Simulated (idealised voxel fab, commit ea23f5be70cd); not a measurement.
process module | voxel trench capacitor
cross-section cut | 255 nm wide | cells 5 nm
A cross-section is a grid of square cells, given in bands from the top down. A band is one or more rows of cells.
Each band's line starts with the height of the band's top and of its bottom, in nm. Then come its materials from left to right, each with its width in nm. One material with "throughout" fills the band from edge to edge. "air" is empty space.
Height 0 is the level under which the wafer as received is all one material. The lowest band goes on downwards, as in "0 down".
A width such as "30 to 40" changes by the same amount from each row of cells to the next, from the band's top row to its bottom row.
"no change" after a step means that no cell of the cross-section changed.
closed voids: empty space of 8 cells or more with no open way to the top, each as width x height at its distance from the left edge, in nm
after a step's settings: what the simulator itself notes on the step
overlay nm, on a step with a mask: how far to the right of its planned place the mask lay; to the left if negative
plan
1 op RECEIVE | material Si
2 op CONFORMAL_DEP | material SiN | thk nm 5
3 op DIRECTIONAL_DEP | material aC | thk nm 15
4 op PATTERN | tone open | mask id TRENCH | material resist | width nm 20 | pitch nm 45 | thk nm 30 | overlay nm 0
5 op DIRECTIONAL_ETCH | etch materials aC | depth nm 15
6 op STRIP | etch materials resist
7 op DIRECTIONAL_ETCH | etch materials SiN | depth nm 5
8 op DIRECTIONAL_ETCH | etch materials Si | depth nm 20
9 op STRIP | etch materials aC
10 op CONFORMAL_DEP | material Al2O3 | thk nm 5
11 op FILL_DEP | material polySi | thk nm 5
12 op CMP | height nm 5
varied across the wafers: depth nm of step 8. The plan shows the first wafer's value. All wafers start alike
first wafer as received, after step 1
  0 down: Si throughout
  closed voids: none
first wafer at the end, after step 12
  5 to 0: SiN 95 | Al2O3 5 | polySi 10 | Al2O3 5 | SiN 25 | Al2O3 5 | polySi 10 | Al2O3 5 | SiN 95
  0 to -15: Si 95 | Al2O3 5 | polySi 10 | Al2O3 5 | Si 25 | Al2O3 5 | polySi 10 | Al2O3 5 | Si 95
  -15 to -20: Si 95 | Al2O3 20 | Si 25 | Al2O3 20 | Si 95
  -20 down: Si throughout
  closed voids: none
last wafer at the end
  5 to 0: SiN 95 | Al2O3 5 | polySi 10 | Al2O3 5 | SiN 25 | Al2O3 5 | polySi 10 | Al2O3 5 | SiN 95
  0 to -40: Si 95 | Al2O3 5 | polySi 10 | Al2O3 5 | Si 25 | Al2O3 5 | polySi 10 | Al2O3 5 | Si 95
  -40 to -45: Si 95 | Al2O3 20 | Si 25 | Al2O3 20 | Si 95
  -45 down: Si throughout
  closed voids: none
each wafer at the end: cells of each material gained (+) or lost (-) since it was received, then its closed voids
depth nm 20 | +24 Al2O3 | -32 Si | +43 SiN | +16 polySi | closed voids: none
depth nm 25 | +28 Al2O3 | -40 Si | +43 SiN | +20 polySi | closed voids: none
depth nm 30 | +32 Al2O3 | -48 Si | +43 SiN | +24 polySi | closed voids: none
depth nm 35 | +36 Al2O3 | -56 Si | +43 SiN | +28 polySi | closed voids: none
depth nm 40 | +40 Al2O3 | -64 Si | +43 SiN | +32 polySi | closed voids: none
depth nm 45 | +44 Al2O3 | -72 Si | +43 SiN | +36 polySi | closed voids: none
